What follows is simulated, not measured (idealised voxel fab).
You're looking at the process module voxel wiring stack.
In the cross-section labelled cut, the width is 225 nm and each square cell is 5 nm.
A cross-section in this document is a grid of square cells, and it is written down as bands, the top band listed before the ones below it; a band is made up of one or more rows of cells.
Band: top and bottom heights (nm) first, top before bottom; then materials from left to right, widths in nm. "everywhere" marks a sole material filling the band edge to edge. "blank" denotes empty space.
Zero point of the height axis is 0; under it, received wafer = one material. Lowest band: continues down indefinitely, "from 0 down".
A two-number width, for instance "30..40", indicates that the width is equal to the first number in the top row of the band and to the second number in the bottom row, and that it changes by a constant amount per row of cells.
When a step is marked "no change occurred", none of the cells in the cross-section changed during that step.
Empty spaces without an open route to the top, at least 8 cells in extent, make up the entry "Voids, fully enclosed"; each is given as width x height at distance, where the distance is measured from the left edge, and all are in nm.
Note: text after step settings on the step line = simulator remark on that step.
"overlay nm" on a masked step: distance the mask lay right of its planned place, negative for left.

# Below is the list of planned process steps
| 1 | RECEIVE | material Si |
| 2 | CONFORMAL_DEP | material SiO2 | thk nm 15 |
| 3 | DIRECTIONAL_DEP | material TiN | thk nm 5 |
| 4 | DIRECTIONAL_DEP | material Ru | thk nm 20 |
| 5 | MASKED_ETCH | tone cover | mask id METAL_1 | width nm 20 | pitch nm 40 | etch materials Ru | depth nm 20 | overlay nm 0 |
| 6 | MASKED_ETCH | tone cover | mask id METAL_1 | width nm 20 | pitch nm 40 | etch materials TiN | depth nm 5 | overlay nm 0 |
| 7 | FILL_DEP | material lowk | thk nm 5 |
| 8 | CMP | height nm 40 |
| 9 | CONFORMAL_DEP | material SiCN | thk nm 5 |
| 10 | DIRECTIONAL_DEP | material SiO2 | thk nm 20 |
| 11 | DIRECTIONAL_DEP | material aC | thk nm 10 |
| 12 | PATTERN | tone open | mask id PLUG_1 | material resist | width nm 15 | thk nm 25 | overlay nm 0 |
| 13 | DIRECTIONAL_ETCH | etch materials aC | depth nm 10 |
| 14 | STRIP | etch materials resist |
| 15 | DIRECTIONAL_ETCH | etch materials SiO2 | depth nm 20 |
| 16 | DIRECTIONAL_ETCH | etch materials SiCN | depth nm 5 |
| 17 | STRIP | etch materials aC |
| 18 | CONFORMAL_DEP | material TiN | thk nm 5 |
| 19 | FILL_DEP | material Ru | thk nm 10 |
| 20 | CMP | height nm 65 |
| 21 | CONFORMAL_DEP | material SiN | thk nm 5 |
| 22 | DIRECTIONAL_DEP | material SiO2 | thk nm 20 |
| 23 | DIRECTIONAL_DEP | material aC | thk nm 15 |
| 24 | PATTERN | tone open | mask id METAL_2 | material resist | width nm 20 | pitch nm 40 | thk nm 30 | overlay nm 0 |
| 25 | DIRECTIONAL_ETCH | etch materials aC | depth nm 15 |
| 26 | STRIP | etch materials resist |
| 27 | DIRECTIONAL_ETCH | etch materials SiO2 | depth nm 20 |
| 28 | DIRECTIONAL_ETCH | etch materials SiN | depth nm 5 |
| 29 | STRIP | etch materials aC |
| 30 | CONFORMAL_DEP | material TiN | thk nm 5 |
| 31 | FILL_DEP | material Cu | thk nm 5 |
| 32 | CMP | height nm 90 |
| 33 | EPI | material Ru | thk nm 5 |
| 34 | FILL_DEP | material SiCN | thk nm 5 |
| 35 | DIRECTIONAL_DEP | material SiO2 | thk nm 30 |
| 36 | MASKED_ETCH | tone open | mask id METAL_3_HOLES | width nm 15 | etch materials SiO2 | depth nm 30 | overlay nm 0 |
| 37 | MASKED_ETCH | tone open | mask id METAL_3 | width nm 20 | pitch nm 40 | etch materials SiO2 | depth nm 15 | overlay nm 0 |
| 38 | MASKED_ETCH | tone open | mask id METAL_3 | width nm 20 | pitch nm 40 | etch materials SiCN | depth nm 5 | overlay nm 0 |
| 39 | CONFORMAL_DEP | material TiN | thk nm 5 |
| 40 | FILL_DEP | material Cu | thk nm 10 |
| 41 | CMP | height nm 130 |
| 42 | CONFORMAL_DEP | material SiN | thk nm 5 |

# Cross-section: wafer on arrival = after step 1
from 0 down | Si everywhere
Voids, fully enclosed: none

# Below is the wafer in cross-section after the module was completed. It began from the starting point shown above and followed the plan shown above, except that one mistake was made while running it
from 135 to 130 | SiN everywhere
from 130 to 120 | SiO2 80, then TiN 5, then Cu 10, then TiN 5, then SiO2 20, then TiN 5, then Cu 10, then TiN 5, then SiO2 85
from 120 to 115 | SiO2 80, then TiN 5, then Cu 5, then TiN 10, then SiO2 20, then TiN 20, then SiO2 85
from 115 to 100 | SiO2 80, then TiN 5, then Cu 5, then TiN 5, then SiO2 130
from 100 to 95 | SiCN 80, then TiN 15, then SiCN 130
from 95 to 90 | SiCN 75, then Ru 30, then SiCN 10, then Ru 30, then SiCN 80
from 90 to 70 | SiO2 80, then TiN 5, then Cu 10, then TiN 5, then SiO2 20, then TiN 5, then Cu 10, then TiN 5, then SiO2 85
from 70 to 65 | SiN 80, then TiN 20, then SiN 20, then TiN 20, then SiN 85
from 65 to 45 | SiO2 80, then TiN 5, then Ru 5, then TiN 5, then SiO2 130
from 45 to 40 | SiCN 80, then TiN 15, then SiCN 130
from 40 to 20 | SiN everywhere
from 20 to 15 | TiN everywhere
from 15 to 0 | SiO2 everywhere
from 0 down | Si everywhere
Voids, fully enclosed: none
Heads up, the wafer didn't run the way we planned it: step 4 ran as: DIRECTIONAL_DEP | material SiN | thk nm 20
